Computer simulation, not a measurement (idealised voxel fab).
This section sets out a process module, namely voxel trench capacitor.
Square cell edge 5 nm, section width 265 nm, ID cut.
Bands, listed from the top down, are how a cross-section gets written in this document; the cross-section itself is a grid of square cells, and a band is one or more rows of them.
Each band's line starts with the height of the band's top and of its bottom, in nm. Then come its materials from left to right, each with its width in nm. One material with "edge to edge" fills the band from edge to edge. "empty" is empty space.
Ref level 0: as-received wafer is one material below here. Bottom band extends down with no lower bound ("0 nm and below").
A width such as "30->40" changes by the same amount from each row of cells to the next, from the band's top row to its bottom row.
Reading "remains unaltered" for a step: not a cell of the cross-section changed in it.
Any empty space of 8 cells or more lacking an open way to the top shows up in "Closed void register" as width x height at distance, distance from the left edge, in nm.
Anything after a step's settings on that line? It's the simulator's own note about the step.
For masked steps, "overlay nm" on the step line gives how far right of plan the mask actually lay; a minus sign means it lay to the left.

The steps planned for the process are as follows:
1. RECEIVE, material Si
2. CONFORMAL_DEP, material SiN, thk nm 5
3. DIRECTIONAL_DEP, material aC, thk nm 15
4. PATTERN, tone open, mask id TRENCH, material resist, width nm 25, pitch nm 55, thk nm 35, overlay nm 0
5. DIRECTIONAL_ETCH, etch materials aC, depth nm 15
6. STRIP, etch materials resist
7. DIRECTIONAL_ETCH, etch materials SiN, depth nm 5
8. DIRECTIONAL_ETCH, etch materials Si, depth nm 40
9. STRIP, etch materials aC
10. CONFORMAL_DEP, material HfO2, thk nm 5
11. CONFORMAL_DEP, material TiN, thk nm 5
12. FILL_DEP, material W, thk nm 5
13. CMP, height nm 5

Incoming wafer in cross-section (state: after step 1):
- 0 nm and below: Si edge to edge
- Closed void register: none

Cross-section at module end, one run error; start and plan unchanged from above:
- 5 nm to 0 nm: SiN=40, HfO2=5, TiN=10, HfO2=5, SiN=35, HfO2=5, TiN=10, HfO2=5, SiN=35, HfO2=5, TiN=10, HfO2=5, SiN=35, HfO2=5, TiN=10, HfO2=5, SiN=40
- 0 nm to -35 nm: Si=40, HfO2=5, TiN=10, HfO2=5, Si=35, HfO2=5, TiN=10, HfO2=5, Si=35, HfO2=5, TiN=10, HfO2=5, Si=35, HfO2=5, TiN=10, HfO2=5, Si=40
- -35 nm to -40 nm: Si=40, HfO2=20, Si=35, HfO2=20, Si=35, HfO2=20, Si=35, HfO2=20, Si=40
- -40 nm and below: Si edge to edge
- Closed void register: none
Deviation noted in wafer processing: contrary to plan, step 4 was performed as PATTERN, tone open, mask id TRENCH, material resist, width nm 20, pitch nm 55, thk nm 35, overlay nm 0
